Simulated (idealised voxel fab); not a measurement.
Process module name: voxel capacitor over wiring
Displayed cross-section: cut, width of 155 nm, square cells sized 5 nm.
A cross-section is written here as square cells arranged in a grid, and it is given in bands from the top down, each band taking up one or more rows of cells.
A band entry consists of two parts. The first gives the height of the band's top and the height of its bottom, in nm. The rest lists the band's materials from left to right, each with its width in nm. A single material labelled with the word "all across" fills the band from edge to edge, and the word "air" marks empty space.
It should be noted that heights are counted from 0, beneath which the wafer as supplied is of one material throughout, and that the lowest band possesses no lower boundary but continues downward, as written in "z 0 and below".
Quick explanation for "30 to 40": the width changes in equal steps down the rows of cells, from the first number in the band's top row to the second number in its bottom row.
No cell of the cross-section changed in a step that is given as "nothing different".
"Sealed void list": sealed empty spaces, 8 cells or more, no open way to top, listed width x height at distance, with distance from the left edge and width, height and distance in nm.
On a step's line, text after the settings is the simulator commenting on that step.
You can add "overlay nm" to a step's line. For a step with a mask, it describes how far the mask lay to the right of its planned position, and a negative number describes a lay to the left.
How should the pairs below be read? Each gives the cross-section before one process step and the cross-section after it, the latter drawn only to the lowest band that changed; the step that lies between them, with its settings, appears under the pair. Does a pair pick up where the pair above left off? Only where its entry headed "State on entry" says so, since pairs can come from different runs of this module on the same starting wafer.

State on entry
  z 115 to 85  30 air | 65 resist | 60 air
  z 85 to 70  aC all across
  z 70 to 60  TiN all across
  z 60 to 55  HfO2 all across
  z 55 to 50  TiN all across
  z 50 to 40  aC all across
  z 40 to 35  SiCN all across
  z 35 to 30  20 SiCN | 30 Ru | 50 SiCN | 30 Ru | 25 SiCN
  z 30 to 15  25 SiO2 | 5 TiN | 10 Ru | 5 TiN | 60 SiO2 | 5 TiN | 10 Ru | 5 TiN | 30 SiO2
  z 15 to 10  25 SiCN | 20 TiN | 60 SiCN | 20 TiN | 30 SiCN
  z 10 to 0  SiO2 all across
  z 0 and below  Si all across
  Sealed void list: none

Step Outcome
  z 100 to 85  30 air | 65 resist | 60 air
  z 85 to 70  30 air | 65 aC | 60 air
  Note: structure below 70 unchanged.
  Sealed void list: none
Process step (between the before and after cross-sections above): DIRECTIONAL_ETCH: etch materials aC, depth nm 15

State on entry: it's just the after picture from the pair right above this one.

Step Outcome
  z 85 to 70  30 air | 65 aC | 60 air
  Note: structure below 70 unchanged.
  Sealed void list: none
Process step (between the before and after cross-sections above): STRIP: etch materials resist

State on entry: it's just the after picture from the pair right above this one.

Step Outcome
  z 85 to 70  30 air | 65 aC | 60 air
  z 70 to 60  30 air | 65 TiN | 60 air
  Note: structure below 60 unchanged.
  Sealed void list: none
Process step (between the before and after cross-sections above): DIRECTIONAL_ETCH: etch materials TiN, depth nm 10

State on entry: it's just the after picture from the pair right above this one.

Step Outcome
  z 85 to 70  30 air | 65 aC | 60 air
  z 70 to 60  30 air | 65 TiN | 60 air
  z 60 to 55  30 air | 65 HfO2 | 60 air
  Note: structure below 55 unchanged.
  Sealed void list: none
Process step (between the before and after cross-sections above): DIRECTIONAL_ETCH: etch materials HfO2, depth nm 5

State on entry: it's just the after picture from the pair right above this one.

Step Outcome
  z 70 to 60  30 air | 65 TiN | 60 air
  Note: structure below 60 unchanged.
  Sealed void list: none
Process step (between the before and after cross-sections above): STRIP: etch materials aC

State on entry: it's just the after picture from the pair right above this one.

Step Outcome
  z 70 to 60  30 air | 65 TiN | 60 air
  z 60 to 55  30 air | 65 HfO2 | 60 air
  z 55 to 50  25 air | 75 TiN | 55 air
  Note: structure below 50 unchanged.
  Sealed void list: none
Process step (between the before and after cross-sections above): MASKED_ETCH: tone cover, mask id LOWER_PLATE, width nm 75, etch materials TiN, depth nm 5, overlay nm 0

State on entry: it's just the after picture from the pair right above this one.

Step Outcome
  z 90 to 70  SiO2 all across
  z 70 to 60  30 SiO2 | 65 TiN | 60 SiO2
  z 60 to 55  30 SiO2 | 65 HfO2 | 60 SiO2
  z 55 to 50  25 SiO2 | 75 TiN | 55 SiO2
  Note: structure below 50 unchanged.
  Sealed void list: none
Process step (between the before and after cross-sections above): FILL_DEP: material SiO2, thk nm 20

State on entry: it's just the after picture from the pair right above this one.

Step Outcome
  z 85 to 70  SiO2 all across
  Note: structure below 70 unchanged.
  Sealed void list: none
Process step (between the before and after cross-sections above): CMP: height nm 85

State on entry: it's just the after picture from the pair right above this one.

Step Outcome
  z 100 to 85  aC all across
  Note: structure below 85 unchanged.
  Sealed void list: none
Process step (between the before and after cross-sections above): DIRECTIONAL_DEP: material aC, thk nm 15

State on entry: it's just the after picture from the pair right above this one.

Step Outcome
  z 130 to 100  40 resist | 15 air | 100 resist
  Note: structure below 100 unchanged.
  Sealed void list: none
Process step (between the before and after cross-sections above): PATTERN: tone open, mask id PLUG_2, material resist, width nm 15, thk nm 30, overlay nm 0

State on entry: it's just the after picture from the pair right above this one.

Step Outcome
  z 115 to 100  40 resist | 15 air | 100 resist
  z 100 to 85  40 aC | 15 air | 100 aC
  Note: structure below 85 unchanged.
  Sealed void list: none
Process step (between the before and after cross-sections above): DIRECTIONAL_ETCH: etch materials aC, depth nm 15

State on entry: it's just the after picture from the pair right above this one.

Step Outcome
  z 100 to 85  40 aC | 15 air | 100 aC
  Note: structure below 85 unchanged.
  Sealed void list: none
Process step (between the before and after cross-sections above): STRIP: etch materials resist

State on entry: it's just the after picture from the pair right above this one.

Step Outcome
  z 100 to 85  40 aC | 15 air | 100 aC
  z 85 to 70  40 SiO2 | 15 air | 100 SiO2
  Note: structure below 70 unchanged.
  Sealed void list: none
Process step (between the before and after cross-sections above): DIRECTIONAL_ETCH: etch materials SiO2, depth nm 15

State on entry: it's just the after picture from the pair right above this one.

Step Outcome
  z 85 to 70  40 SiO2 | 15 air | 100 SiO2
  Note: structure below 70 unchanged.
  Sealed void list: none
Process step (between the before and after cross-sections above): STRIP: etch materials aC

State on entry: it's just the after picture from the pair right above this one.

Step Outcome
  z 90 to 85  45 TiN | 5 air | 105 TiN
  z 85 to 75  40 SiO2 | 5 TiN | 5 air | 5 TiN | 100 SiO2
  z 75 to 70  40 SiO2 | 15 TiN | 100 SiO2
  Note: structure below 70 unchanged.
  Sealed void list: none
Process step (between the before and after cross-sections above): CONFORMAL_DEP: material TiN, thk nm 5

State on entry: it's just the after picture from the pair right above this one.

Step Outcome
  z 100 to 90  Cu all across
  z 90 to 85  45 TiN | 5 Cu | 105 TiN
  z 85 to 75  40 SiO2 | 5 TiN | 5 Cu | 5 TiN | 100 SiO2
  Note: structure below 75 unchanged.
  Sealed void list: none
Process step (between the before and after cross-sections above): FILL_DEP: material Cu, thk nm 10

State on entry: it's just the after picture from the pair right above this one.

Step Outcome
  z 85 to 75  40 SiO2 | 5 TiN | 5 Cu | 5 TiN | 100 SiO2
  Note: structure below 75 unchanged.
  Sealed void list: none
Process step (between the before and after cross-sections above): CMP: height nm 85

State on entry: it's just the after picture from the pair right above this one.

Step Outcome
  z 90 to 85  SiN all across
  Note: structure below 85 unchanged.
  Sealed void list: none
Process step (between the before and after cross-sections above): CONFORMAL_DEP: material SiN, thk nm 5

State on entry
  z 70 to 60  30 air | 65 TiN | 60 air
  z 60 to 55  30 air | 65 HfO2 | 60 air
  z 55 to 50  TiN all across
  z 50 to 40  30 lowk | 5 TiN | 5 W | 5 TiN | 110 lowk
  z 40 to 35  30 SiCN | 15 TiN | 110 SiCN
  z 35 to 30  20 SiCN | 30 Ru | 50 SiCN | 30 Ru | 25 SiCN
  z 30 to 15  25 SiO2 | 5 TiN | 10 Ru | 5 TiN | 60 SiO2 | 5 TiN | 10 Ru | 5 TiN | 30 SiO2
  z 15 to 10  25 SiCN | 20 TiN | 60 SiCN | 20 TiN | 30 SiCN
  z 10 to 0  SiO2 all across
  z 0 and below  Si all across
  Sealed void list: none

Step Outcome
  z 65 to 60  30 air | 65 TiN | 60 air
  z 60 to 55  30 air | 65 HfO2 | 60 air
  z 55 to 50  25 TiN | 5 air | 65 TiN | 5 air | 55 TiN
  Note: structure below 50 unchanged.
  Sealed void list: none
Process step (between the before and after cross-sections above): MASKED_ETCH: tone open, mask id LOWER_PLATE, width nm 75, etch materials TiN, depth nm 5, overlay nm 0

State on entry: it's just the after picture from the pair right above this one.

Step Outcome
  z 85 to 65  SiO2 all across
  z 65 to 60  30 SiO2 | 65 TiN | 60 SiO2
  z 60 to 55  30 SiO2 | 65 HfO2 | 60 SiO2
  z 55 to 50  25 TiN | 5 SiO2 | 65 TiN | 5 SiO2 | 55 TiN
  Note: structure below 50 unchanged.
  Sealed void list: none
Process step (between the before and after cross-sections above): FILL_DEP: material SiO2, thk nm 20

State on entry: it's just the after picture from the pair right above this one.

Step Outcome
  z 100 to 85  aC all across
  Note: structure below 85 unchanged.
  Sealed void list: none
Process step (between the before and after cross-sections above): DIRECTIONAL_DEP: material aC, thk nm 15

State on entry: it's just the after picture from the pair right above this one.

Step Outcome
  z 130 to 100  40 resist | 15 air | 100 resist
  Note: structure below 100 unchanged.
  Sealed void list: none
Process step (between the before and after cross-sections above): PATTERN: tone open, mask id PLUG_2, material resist, width nm 15, thk nm 30, overlay nm 0

State on entry: it's just the after picture from the pair right above this one.

Step Outcome
  z 115 to 100  40 resist | 15 air | 100 resist
  z 100 to 85  40 aC | 15 air | 100 aC
  Note: structure below 85 unchanged.
  Sealed void list: none
Process step (between the before and after cross-sections above): DIRECTIONAL_ETCH: etch materials aC, depth nm 15

State on entry: it's just the after picture from the pair right above this one.

Step Outcome
  z 100 to 85  40 aC | 15 air | 100 aC
  Note: structure below 85 unchanged.
  Sealed void list: none
Process step (between the before and after cross-sections above): STRIP: etch materials resist

State on entry: it's just the after picture from the pair right above this one.

Step Outcome
  z 100 to 85  40 aC | 15 air | 100 aC
  z 85 to 70  40 SiO2 | 15 air | 100 SiO2
  Note: structure below 70 unchanged.
  Sealed void list: none
Process step (between the before and after cross-sections above): DIRECTIONAL_ETCH: etch materials SiO2, depth nm 15

State on entry: it's just the after picture from the pair right above this one.

Step Outcome
  z 85 to 70  40 SiO2 | 15 air | 100 SiO2
  Note: structure below 70 unchanged.
  Sealed void list: none
Process step (between the before and after cross-sections above): STRIP: etch materials aC

State on entry: it's just the after picture from the pair right above this one.

Step Outcome
  z 90 to 85  45 TiN | 5 air | 105 TiN
  z 85 to 75  40 SiO2 | 5 TiN | 5 air | 5 TiN | 100 SiO2
  z 75 to 70  40 SiO2 | 15 TiN | 100 SiO2
  Note: structure below 70 unchanged.
  Sealed void list: none
Process step (between the before and after cross-sections above): CONFORMAL_DEP: material TiN, thk nm 5

State on entry: it's just the after picture from the pair right above this one.

Step Outcome
  z 100 to 90  Cu all across
  z 90 to 85  45 TiN | 5 Cu | 105 TiN
  z 85 to 75  40 SiO2 | 5 TiN | 5 Cu | 5 TiN | 100 SiO2
  Note: structure below 75 unchanged.
  Sealed void list: none
Process step (between the before and after cross-sections above): FILL_DEP: material Cu, thk nm 10

State on entry: it's just the after picture from the pair right above this one.

Step Outcome
  z 85 to 75  40 SiO2 | 5 TiN | 5 Cu | 5 TiN | 100 SiO2
  Note: structure below 75 unchanged.
  Sealed void list: none
Process step (between the before and after cross-sections above): CMP: height nm 85

State on entry: it's just the after picture from the pair right above this one.

Step Outcome
  z 90 to 85  SiN all across
  Note: structure below 85 unchanged.
  Sealed void list: none
Process step (between the before and after cross-sections above): CONFORMAL_DEP: material SiN, thk nm 5
